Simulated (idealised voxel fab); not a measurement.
process module | voxel quadruple lines
140 nm wide, 5 nm square cells: that's cross-section cut.
This document writes a cross-section as a grid whose cells are square, and gives it as bands, listed from the top down; one or more rows of cells form a band. The band entry comprises the height of the band's top followed by the height of its bottom, expressed in nm, and subsequently the band's materials from left to right, each stated together with its width in nm. Where a single material is marked with the word "full width", that material fills the band from edge to edge. The word "blank" represents empty space. A quick word on heights: they are counted from 0, and under that level the wafer as it came to us is one material throughout. The lowest band is different from the rest in having no bottom; it simply continues downward, written as in "0 down". The width entry "30->40" should be interpreted row by row: the top row of cells in the band takes the first number, the bottom row takes the second number, and the change between adjacent rows is uniform throughout. "no change occurred" for a step: no cell of the cross-section changed in that step. Each empty space that has no open way to the top and spans at least 8 cells appears under "Completely enclosed voids" as width x height at distance, the distance counted from the left edge, all in nm. What comes after the settings on a step's line is commentary from the simulator itself on that step. A step's line can hold "overlay nm"; with a mask on that step, the setting says how far right of the planned place the mask lay, while a negative setting says it lay to the left.

### plan
1,RECEIVE with material Si
2,CONFORMAL_DEP with material Al2O3, thk nm 5
3,DIRECTIONAL_DEP with material Ru, thk nm 10
4,DIRECTIONAL_DEP with material polySi, thk nm 20
5,DIRECTIONAL_DEP with material aC, thk nm 25
6,PATTERN with tone cover, mask id MANDREL, material resist, width nm 30, thk nm 35, overlay nm 0
7,DIRECTIONAL_ETCH with etch materials aC, depth nm 25
8,STRIP with etch materials resist
9,CONFORMAL_DEP with material SiO2, thk nm 10
10,DIRECTIONAL_ETCH with etch materials SiO2, depth nm 10
11,STRIP with etch materials aC
12,DIRECTIONAL_ETCH with etch materials polySi, depth nm 20
13,STRIP with etch materials SiO2
14,CONFORMAL_DEP with material SiN, thk nm 5
15,DIRECTIONAL_ETCH with etch materials SiN, depth nm 10
16,STRIP with etch materials polySi
17,DIRECTIONAL_ETCH with etch materials Ru, depth nm 10
18,STRIP with etch materials SiN
19,FILL_DEP with material SiO2, thk nm 10
20,CMP with height nm 15
Keep in mind the plan's value for the thk nm of step 14 comes from the first wafer; the wafers don't share that setting, but they do share the same starting point.

### Sectional view: first of several wafers, as received, after step 1
> 0 down: Si full width
> Completely enclosed voids: none

### Here is how to read the rows: every wafer has a row, and it shows the wafer at the end of the module, giving for each material how many cells were gained (+) or lost (-) since the wafer was received, then listing its closed voids
thk nm 5, +28 Al2O3, +8 Ru, +48 SiO2, Completely enclosed voids: none
thk nm 10, +28 Al2O3, +16 Ru, +40 SiO2, Completely enclosed voids: none
thk nm 15, +28 Al2O3, +56 Ru, Completely enclosed voids: none
thk nm 20, +28 Al2O3, +56 Ru, Completely enclosed voids: none
thk nm 25, +28 Al2O3, +56 Ru, Completely enclosed voids: none
